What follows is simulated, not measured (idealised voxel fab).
Title: Process Module voxel wiring stack
This is section cut - it's 240 nm across, gridded in 5 nm square cells.
Cross-section spec: square-cell grid; bands listed top down; each band is one or more rows.
For a band, the entry starts with two heights in nm, that of the top and then that of the bottom, and carries on with the band's materials in order from left to right, each alongside its width in nm; the word "all across" beside a single material means it fills the band edge to edge, and "blank" means empty space.
Height 0 is the level under which the wafer as received is all one material. The lowest band goes on downwards, as in "0 nm and below".
When a width is written as two numbers, as in "30 to 40", the first number is the width in the top row of cells of the band and the second is the width in its bottom row, and the width changes by the same amount from each row to the next.
"remained unchanged" (step): cross-section cells unchanged, all of them.
Closed-off voids of 8+ cells (no open route to the top) go in "Voids lacking openings", written width x height at distance from the left edge, in nm.
The remark found on a step's line after its settings is issued by the simulator itself and pertains to that step.
overlay nm: step with mask; distance mask lay right of planned place; negative value = left of planned place.
-- Below is the list of planned process steps
step 1: RECEIVE: material Si
step 2: CONFORMAL_DEP: material SiO2, thk nm 15
step 3: DIRECTIONAL_DEP: material TiN, thk nm 5
step 4: DIRECTIONAL_DEP: material Ru, thk nm 15
step 5: PATTERN: tone cover, mask id METAL_1, material resist, width nm 25, pitch nm 55, thk nm 15, overlay nm 0
step 6: DIRECTIONAL_ETCH: etch materials Ru, depth nm 15
step 7: DIRECTIONAL_ETCH: etch materials TiN, depth nm 5
step 8: STRIP: etch materials resist
step 9: CONFORMAL_DEP: material SiCN, thk nm 5
step 10: FILL_DEP: material lowk, thk nm 5
step 11: CMP: height nm 35
step 12: CONFORMAL_DEP: material SiCN, thk nm 5
step 13: DIRECTIONAL_DEP: material SiO2, thk nm 30
step 14: DIRECTIONAL_DEP: material aC, thk nm 10
step 15: PATTERN: tone open, mask id METAL_2_HOLES, material resist, width nm 15, pitch nm 55, thk nm 25, overlay nm 0
step 16: DIRECTIONAL_ETCH: etch materials aC, depth nm 10
step 17: STRIP: etch materials resist
step 18: DIRECTIONAL_ETCH: etch materials SiO2, depth nm 30
step 19: STRIP: etch materials aC
step 20: DIRECTIONAL_DEP: material aC, thk nm 15
step 21: PATTERN: tone open, mask id METAL_2, material resist, width nm 25, pitch nm 55, thk nm 35, overlay nm 0
step 22: DIRECTIONAL_ETCH: etch materials aC, depth nm 15
step 23: STRIP: etch materials resist
step 24: DIRECTIONAL_ETCH: etch materials SiO2, depth nm 15
step 25: DIRECTIONAL_ETCH: etch materials SiCN, depth nm 5
step 26: STRIP: etch materials aC
step 27: CONFORMAL_DEP: material TiN, thk nm 5
step 28: FILL_DEP: material Ru, thk nm 5
step 29: CMP: height nm 70
step 30: CONFORMAL_DEP: material SiCN, thk nm 5
-- as received, after step 1
    0 nm and below | Si all across
    Voids lacking openings: none
-- First of two wafers: cross-section at end of module, run per plan
    75 nm to 70 nm | SiCN all across
    70 nm to 60 nm | SiO2 (50), TiN (5), Ru (15), TiN (5), SiO2 (30), TiN (5), Ru (15), TiN (5), SiO2 (30), TiN (5), Ru (15), TiN (5), SiO2 (55)
    60 nm to 55 nm | SiO2 (50), TiN (5), Ru (5), TiN (15), SiO2 (30), TiN (5), Ru (5), TiN (15), SiO2 (30), TiN (5), Ru (5), TiN (15), SiO2 (55)
    55 nm to 40 nm | SiO2 (50), TiN (5), Ru (5), TiN (5), SiO2 (40), TiN (5), Ru (5), TiN (5), SiO2 (40), TiN (5), Ru (5), TiN (5), SiO2 (65)
    40 nm to 35 nm | SiCN (50), TiN (15), SiCN (40), TiN (15), SiCN (40), TiN (15), SiCN (65)
    35 nm to 20 nm | lowk (45), SiCN (5), Ru (25), SiCN (5), lowk (20), SiCN (5), Ru (25), SiCN (5), lowk (20), SiCN (5), Ru (25), SiCN (5), lowk (50)
    20 nm to 15 nm | SiCN (50), TiN (25), SiCN (30), TiN (25), SiCN (30), TiN (25), SiCN (55)
    15 nm to 0 nm | SiO2 all across
    0 nm and below | Si all across
    Voids lacking openings: none
-- Here is the second of the two wafers cut open at the end of the module - same start, same plan as the first one, but we made one mistake running it
    75 nm to 70 nm | SiCN all across
    70 nm to 60 nm | SiO2 (50), TiN (5), Ru (15), TiN (5), SiO2 (30), TiN (5), Ru (15), TiN (5), SiO2 (30), TiN (5), Ru (15), TiN (5), SiO2 (55)
    60 nm to 55 nm | SiO2 (50), TiN (5), Ru (5), TiN (15), SiO2 (30), TiN (5), Ru (5), TiN (15), SiO2 (30), TiN (5), Ru (5), TiN (15), SiO2 (55)
    55 nm to 40 nm | SiO2 (50), TiN (5), Ru (5), TiN (5), SiO2 (40), TiN (5), Ru (5), TiN (5), SiO2 (40), TiN (5), Ru (5), TiN (5), SiO2 (65)
    40 nm to 35 nm | SiCN (50), TiN (15), SiCN (40), TiN (15), SiCN (40), TiN (15), SiCN (65)
    35 nm to 20 nm | lowk (50), SiCN (5), Ru (20), SiCN (5), lowk (25), SiCN (5), Ru (20), SiCN (5), lowk (25), SiCN (5), Ru (20), SiCN (5), lowk (50)
    20 nm to 15 nm | SiCN (55), TiN (20), SiCN (35), TiN (20), SiCN (35), TiN (20), SiCN (55)
    15 nm to 0 nm | SiO2 all across
    0 nm and below | Si all across
    Voids lacking openings: none
Deviation from plan: step 5 went in with a setting other than planned; the actual run was PATTERN: tone cover, mask id METAL_1, material resist, width nm 20, pitch nm 55, thk nm 15, overlay nm 0
Cell-count delta at end, second wafer over first, by material: -9 Ru; +3 SiCN; -3 TiN; +9 lowk
